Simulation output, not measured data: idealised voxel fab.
A process module follows: voxel transistor to metal.
Each square cell in cross-section cut measures 5 nm, and the section as a whole is 280 nm wide.
Bands, listed from the top down, are how a cross-section gets written in this document; the cross-section itself is a grid of square cells, and a band is one or more rows of them. For a band, the entry starts with two heights in nm, that of the top and then that of the bottom, and carries on with the band's materials in order from left to right, each alongside its width in nm; the word "edge to edge" beside a single material means it fills the band edge to edge, and "empty" means empty space. Zero point of the height axis is 0; under it, received wafer = one material. Lowest band: continues down indefinitely, "0..down". When a width is written as two numbers, as in "30..40", the first number is the width in the top row of cells of the band and the second is the width in its bottom row, and the width changes by the same amount from each row to the next. What does "nothing changed" mean for a step? It means no cell of the cross-section changed in that step. Reported under the label "Fully sealed voids" are the empty spaces having no open way to the top and comprising 8 cells or more; the notation for each is width x height at distance, in which the distance is measured from the left edge and all three values are in nm. Post-settings text on a step line: simulator's own remark regarding the step. If you see "overlay nm" on a step's line and that step has a mask, it's telling you how far right of where it was planned the mask ended up; a negative number means it went left instead.

### The process steps that were planned are listed below
1,RECEIVE (material Si)
2,OXIDIZE (depth nm 5)
3,CONFORMAL_DEP (material SiN; thk nm 10)
4,PATTERN (tone cover; mask id ACTIVE; material resist; width nm 105; pitch nm 125; thk nm 15; overlay nm 0)
5,DIRECTIONAL_ETCH (etch materials SiN; depth nm 10)
6,DIRECTIONAL_ETCH (etch materials SiO2; depth nm 5)
7,DIRECTIONAL_ETCH (etch materials Si; depth nm 30)
8,STRIP (etch materials resist)
9,OXIDIZE (depth nm 5)
10,FILL_DEP (material SiO2; thk nm 15)
11,CMP (height nm 10)
12,SELECTIVE_ETCH (etch materials SiO2; depth nm 5)
13,STRIP (etch materials SiN)
14,SELECTIVE_ETCH (etch materials SiO2; depth nm 5)
15,OXIDIZE (depth nm 5)
16,DIRECTIONAL_DEP (material polySi; thk nm 20)
17,DIRECTIONAL_DEP (material SiCN; thk nm 15)
18,DIRECTIONAL_DEP (material aC; thk nm 15)
19,PATTERN (tone cover; mask id GATE; material resist; width nm 15; pitch nm 125; thk nm 30; overlay nm 0)
20,DIRECTIONAL_ETCH (etch materials aC; depth nm 15)
21,STRIP (etch materials resist)
22,DIRECTIONAL_ETCH (etch materials SiCN; depth nm 25)
23,DIRECTIONAL_ETCH (etch materials polySi; depth nm 30)
24,STRIP (etch materials aC)
25,CONFORMAL_DEP (material SiO2; thk nm 5)
26,DIRECTIONAL_ETCH (etch materials SiO2; depth nm 5)
27,CONFORMAL_DEP (material SiN; thk nm 5)
28,DIRECTIONAL_ETCH (etch materials SiN; depth nm 5)
29,DIRECTIONAL_ETCH (etch materials SiO2; depth nm 5)
30,DIRECTIONAL_ETCH (etch materials Si; depth nm 10)
31,EPI (material pSi; thk nm 15)
32,FILL_DEP (material SiO2; thk nm 5)
33,CMP (height nm 30)
34,DIRECTIONAL_DEP (material SiO2; thk nm 10)
35,MASKED_ETCH (tone open; mask id CONTACT; width nm 35; etch materials SiO2; depth nm 45; overlay nm 0)
36,CONFORMAL_DEP (material TiN; thk nm 5)
37,FILL_DEP (material Ru; thk nm 10)
38,CMP (height nm 40)
39,DIRECTIONAL_DEP (material TiN; thk nm 5)
40,DIRECTIONAL_DEP (material W; thk nm 20)
41,MASKED_ETCH (tone cover; mask id METAL_1; width nm 20; etch materials W; depth nm 20; overlay nm 0)
42,MASKED_ETCH (tone cover; mask id METAL_1; width nm 20; etch materials TiN; depth nm 5; overlay nm 0)
43,FILL_DEP (material lowk; thk nm 5)
44,CMP (height nm 65)
45,CONFORMAL_DEP (material SiN; thk nm 5)

### Cross-section, incoming material, after step 1
	0..down  Si edge to edge
	Fully sealed voids: none

### Starting wafer: above. Plan: above. Run: one mistake. Cross-section after the module: below
	70..65  SiN edge to edge
	65..45  lowk=30, then W=20, then lowk=55, then W=20, then lowk=30, then W=20, then lowk=55, then W=20, then lowk=30
	45..40  lowk=30, then TiN=20, then lowk=55, then TiN=20, then lowk=30, then TiN=20, then lowk=55, then TiN=20, then lowk=30
	40..30  SiO2=30, then TiN=5, then Ru=25, then TiN=5, then SiO2=25, then TiN=5, then Ru=25, then TiN=5, then SiO2=30, then TiN=5, then Ru=25, then TiN=5, then SiO2=25, then TiN=5, then Ru=25, then TiN=5, then SiO2=30
	30..25  SiO2=30, then TiN=5, then Ru=20, then TiN=10, then SiO2=25, then TiN=10, then Ru=20, then TiN=5, then SiO2=30, then TiN=5, then Ru=20, then TiN=10, then SiO2=25, then TiN=10, then Ru=20, then TiN=5, then SiO2=30
	25..10  SiO2=30, then TiN=5, then Ru=20, then TiN=5, then SiN=5, then SiO2=5, then SiCN=15, then SiO2=5, then SiN=5, then TiN=5, then Ru=20, then TiN=5, then SiO2=30, then TiN=5, then Ru=20, then TiN=5, then SiN=5, then SiO2=5, then SiCN=15, then SiO2=5, then SiN=5, then TiN=5, then Ru=20, then TiN=5, then SiO2=30
	10..5  SiO2=30, then TiN=5, then Ru=5, then TiN=20, then SiN=5, then SiO2=5, then polySi=15, then SiO2=5, then SiN=5, then TiN=20, then Ru=5, then TiN=5, then SiO2=30, then TiN=5, then Ru=5, then TiN=20, then SiN=5, then SiO2=5, then polySi=15, then SiO2=5, then SiN=5, then TiN=20, then Ru=5, then TiN=5, then SiO2=30
	5..0  SiO2=30, then TiN=5, then Ru=5, then TiN=5, then pSi=15, then SiN=5, then SiO2=5, then polySi=15, then SiO2=5, then SiN=5, then pSi=15, then TiN=5, then Ru=5, then TiN=5, then SiO2=30, then TiN=5, then Ru=5, then TiN=5, then pSi=15, then SiN=5, then SiO2=5, then polySi=15, then SiO2=5, then SiN=5, then pSi=15, then TiN=5, then Ru=5, then TiN=5, then SiO2=30
	0..-5  SiO2=25, then SiN=5, then TiN=15, then pSi=15, then SiN=5, then SiO2=5, then polySi=15, then SiO2=5, then SiN=5, then pSi=15, then TiN=15, then SiN=5, then SiO2=20, then SiN=5, then TiN=15, then pSi=15, then SiN=5, then SiO2=5, then polySi=15, then SiO2=5, then SiN=5, then pSi=15, then TiN=15, then SiN=5, then SiO2=25
	-5..-10  SiO2=30, then pSi=30, then SiO2=35, then pSi=30, then SiO2=30, then pSi=30, then SiO2=35, then pSi=30, then SiO2=30
	-10..-20  SiO2=30, then pSi=30, then Si=35, then pSi=30, then SiO2=30, then pSi=30, then Si=35, then pSi=30, then SiO2=30
	-20..-40  SiO2=30, then Si=95, then SiO2=30, then Si=95, then SiO2=30
	-40..down  Si edge to edge
	Fully sealed voids: none
Deviation from plan: note that step 16 departed from the planned setting and was carried out as DIRECTIONAL_DEP (material polySi; thk nm 15)
